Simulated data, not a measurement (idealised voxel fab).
process module | voxel air gaps
cross-section cut | 190 nm wide | cells 5 nm
A cross-section is a grid of square cells, given in bands from the top down. A band is one or more rows of cells.
Each band's line starts with the height of the band's top and of its bottom, in nm. Then come its materials from left to right, each with its width in nm. One material with "throughout" fills the band from edge to edge. "air" is empty space.
Height 0 is the level under which the wafer as received is all one material. The lowest band goes on downwards, as in "0 down".
A width such as "30 to 40" changes by the same amount from each row of cells to the next, from the band's top row to its bottom row.
"no change" after a step means that no cell of the cross-section changed.
closed voids: empty space of 8 cells or more with no open way to the top, each as width x height at its distance from the left edge, in nm
after a step's settings: what the simulator itself notes on the step
overlay nm, on a step with a mask: how far to the right of its planned place the mask lay; to the left if negative
plan
1 op RECEIVE | material Si
2 op CONFORMAL_DEP | material SiO2 | thk nm 15
3 op CONFORMAL_DEP | material SiCN | thk nm 5
4 op DIRECTIONAL_DEP | material SiO2 | thk nm 30
5 op PATTERN | tone open | mask id LINES | material resist | width nm 15 | pitch nm 45 | thk nm 20 | overlay nm 0
6 op DIRECTIONAL_ETCH | etch materials SiO2 | depth nm 30
7 op STRIP | etch materials resist
8 op CONFORMAL_DEP | material TiN | thk nm 5
9 op FILL_DEP | material W | thk nm 5
10 op CMP | height nm 50
11 op EPI | material Ru | thk nm 10
12 op SELECTIVE_ETCH | etch materials SiO2 | depth nm 40
13 op CONFORMAL_DEP | material SiCN | thk nm 5
varied across the wafers: width nm of step 5. The plan shows the first wafer's value. All wafers start alike
first wafer as received, after step 1
  0 down: Si throughout
  closed voids: none
each wafer at the end: cells of each material gained (+) or lost (-) since it was received, then its closed voids
width nm 15 | +42 Ru | +148 SiCN | +114 SiO2 | +39 TiN | +15 W | closed voids: 20 x 20 at 60; 20 x 20 at 105
width nm 20 | +48 Ru | +140 SiCN | +114 SiO2 | +42 TiN | +30 W | closed voids: 15 x 20 at 65; 15 x 20 at 110
width nm 25 | +54 Ru | +100 SiCN | +162 SiO2 | +45 TiN | +45 W | closed voids: none
width nm 30 | +56 Ru | +100 SiCN | +150 SiO2 | +48 TiN | +60 W | closed voids: none
